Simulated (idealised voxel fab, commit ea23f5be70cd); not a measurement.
Presented below is a process module, voxel transistor to metal.
It is cross-section cut that appears here, measuring 175 nm in width, its square cells being 5 nm in size.
Reading order for cross-sections: top band down to bottom band. Underlying form: a grid of square cells. Band size: one or more rows of cells. Top height, bottom height, nm. Materials left to right, width each, nm. Single material + "full width" = fills band edge to edge. "empty" = empty. Heads up on the height convention: 0 is the point under which the incoming wafer is all one material, and the lowest band has no bottom, it just keeps going down, like "z 0 and below". With a width like "30->40", each row of cells in the band differs from the next by the same amount, the top row carrying the first number and the bottom row the second. "no alterations made" -> step changed no cross-section cell. Entry "Enclosed internal voids" = empty spaces >= 8 cells with no open way to the top; each as width x height at distance, distance from left edge, all nm. On a step's line, text after the settings is the simulator commenting on that step. overlay nm: step with mask; distance mask lay right of planned place; negative value = left of planned place.
### The following list gives the planned process steps
1. op RECEIVE | material Si
2. op OXIDIZE | depth nm 5
3. op CONFORMAL_DEP | material SiN | thk nm 15
4. op DIRECTIONAL_DEP | material aC | thk nm 10
5. op PATTERN | tone cover | mask id ACTIVE | material resist | width nm 105 | thk nm 30 | overlay nm 0
6. op DIRECTIONAL_ETCH | etch materials aC | depth nm 10
7. op STRIP | etch materials resist
8. op DIRECTIONAL_ETCH | etch materials SiN | depth nm 15
9. op DIRECTIONAL_ETCH | etch materials SiO2 | depth nm 5
10. op DIRECTIONAL_ETCH | etch materials Si | depth nm 35
11. op STRIP | etch materials aC
12. op OXIDIZE | depth nm 5
13. op FILL_DEP | material SiO2 | thk nm 5
14. op CMP | height nm 15
15. op SELECTIVE_ETCH | etch materials SiO2 | depth nm 5
16. op STRIP | etch materials SiN
17. op SELECTIVE_ETCH | etch materials SiO2 | depth nm 5
18. op OXIDIZE | depth nm 5
19. op DIRECTIONAL_DEP | material polySi | thk nm 25
20. op DIRECTIONAL_DEP | material SiCN | thk nm 10
21. op PATTERN | tone cover | mask id GATE | material resist | width nm 15 | thk nm 20 | overlay nm 0
22. op DIRECTIONAL_ETCH | etch materials SiCN | depth nm 20
23. op DIRECTIONAL_ETCH | etch materials polySi | depth nm 35
24. op STRIP | etch materials resist
25. op CONFORMAL_DEP | material SiO2 | thk nm 5
26. op DIRECTIONAL_ETCH | etch materials SiO2 | depth nm 5
27. op CONFORMAL_DEP | material SiN | thk nm 5
28. op DIRECTIONAL_ETCH | etch materials SiN | depth nm 5
29. op DIRECTIONAL_ETCH | etch materials SiO2 | depth nm 5
30. op DIRECTIONAL_ETCH | etch materials Si | depth nm 5
31. op EPI | material pSi | thk nm 5
32. op FILL_DEP | material SiO2 | thk nm 5
33. op CMP | height nm 30
34. op DIRECTIONAL_DEP | material SiO2 | thk nm 15
35. op DIRECTIONAL_DEP | material aC | thk nm 10
36. op PATTERN | tone open | mask id CONTACT | material resist | width nm 30 | pitch nm 55 | thk nm 30 | overlay nm 0
37. op DIRECTIONAL_ETCH | etch materials aC | depth nm 10
38. op STRIP | etch materials resist
39. op DIRECTIONAL_ETCH | etch materials SiO2 | depth nm 55
40. op STRIP | etch materials aC
41. op CONFORMAL_DEP | material TiN | thk nm 5
42. op FILL_DEP | material W | thk nm 5
43. op CMP | height nm 45
44. op CONFORMAL_DEP | material SiN | thk nm 5
45. op DIRECTIONAL_DEP | material SiO2 | thk nm 15
46. op PATTERN | tone open | mask id METAL_1 | material resist | width nm 20 | pitch nm 65 | thk nm 20 | overlay nm 0
47. op DIRECTIONAL_ETCH | etch materials SiO2 | depth nm 15
48. op DIRECTIONAL_ETCH | etch materials SiN | depth nm 5
49. op STRIP | etch materials resist
50. op CONFORMAL_DEP | material TiN | thk nm 5
51. op FILL_DEP | material Ru | thk nm 5
52. op CMP | height nm 65
53. op EPI | material Ru | thk nm 5
54. op FILL_DEP | material SiCN | thk nm 5
### Cross-section: wafer on arrival = after step 1
    z 0 and below  Si full width
    Enclosed internal voids: none
### Wafer cross-section at module end: first of two, run to plan
    z 75 to 70  SiCN full width
    z 70 to 65  40 SiCN  30 Ru  35 SiCN  30 Ru  40 SiCN
    z 65 to 50  45 SiO2  5 TiN  10 Ru  5 TiN  45 SiO2  5 TiN  10 Ru  5 TiN  45 SiO2
    z 50 to 45  45 SiN  20 TiN  45 SiN  20 TiN  45 SiN
    z 45 to 35  45 SiO2  5 TiN  20 W  5 TiN  25 SiO2  5 TiN  20 W  5 TiN  45 SiO2
    z 35 to 30  45 SiO2  5 TiN  15 W  10 TiN  25 SiO2  10 TiN  15 W  5 TiN  45 SiO2
    z 30 to 20  45 SiO2  5 TiN  15 W  5 TiN  5 SiN  5 SiO2  15 SiCN  5 SiO2  5 SiN  5 TiN  15 W  5 TiN  45 SiO2
    z 20 to 5  45 SiO2  5 TiN  15 W  5 TiN  5 SiN  5 SiO2  15 polySi  5 SiO2  5 SiN  5 TiN  15 W  5 TiN  45 SiO2
    z 5 to -5  35 SiO2  5 SiN  5 SiO2  5 TiN  15->10 W  5->10 TiN  5 SiN  5 SiO2  15 polySi  5 SiO2  5 SiN  5->10 TiN  15->10 W  5 TiN  5 SiO2  5 SiN  35 SiO2
    z -5 to -10  45 SiO2  20 TiN  5 pSi  35 SiO2  5 pSi  20 TiN  45 SiO2
    z -10 to -15  40 SiO2  30 pSi  35 Si  30 pSi  40 SiO2
    z -15 to -45  40 SiO2  95 Si  40 SiO2
    z -45 and below  Si full width
    Enclosed internal voids: none
### Cross-sectional view: second of two wafers, end of module; start and plan identical to the first, one mistake in running
    z 70 to 65  SiCN full width
    z 65 to 50  aC full width
    z 50 to 45  SiN full width
    z 45 to 35  45 SiO2  5 TiN  20 W  5 TiN  25 SiO2  5 TiN  20 W  5 TiN  45 SiO2
    z 35 to 30  45 SiO2  5 TiN  15 W  10 TiN  25 SiO2  10 TiN  15 W  5 TiN  45 SiO2
    z 30 to 20  45 SiO2  5 TiN  15 W  5 TiN  5 SiN  5 SiO2  15 SiCN  5 SiO2  5 SiN  5 TiN  15 W  5 TiN  45 SiO2
    z 20 to 5  45 SiO2  5 TiN  15 W  5 TiN  5 SiN  5 SiO2  15 polySi  5 SiO2  5 SiN  5 TiN  15 W  5 TiN  45 SiO2
    z 5 to -5  35 SiO2  5 SiN  5 SiO2  5 TiN  15->10 W  5->10 TiN  5 SiN  5 SiO2  15 polySi  5 SiO2  5 SiN  5->10 TiN  15->10 W  5 TiN  5 SiO2  5 SiN  35 SiO2
    z -5 to -10  45 SiO2  20 TiN  5 pSi  35 SiO2  5 pSi  20 TiN  45 SiO2
    z -10 to -15  40 SiO2  30 pSi  35 Si  30 pSi  40 SiO2
    z -15 to -45  40 SiO2  95 Si  40 SiO2
    z -45 and below  Si full width
    Enclosed internal voids: none
Short version of what went wrong: step 45 off recipe, ran as op DIRECTIONAL_DEP | material aC | thk nm 15
Upon completion, the second wafer contains, in terms of cells, a greater or smaller amount of certain materials than the first wafer: 24 fewer of Ru, 23 fewer of SiCN, 8 more of SiN, 81 fewer of SiO2, 20 fewer of TiN, 105 more of aC
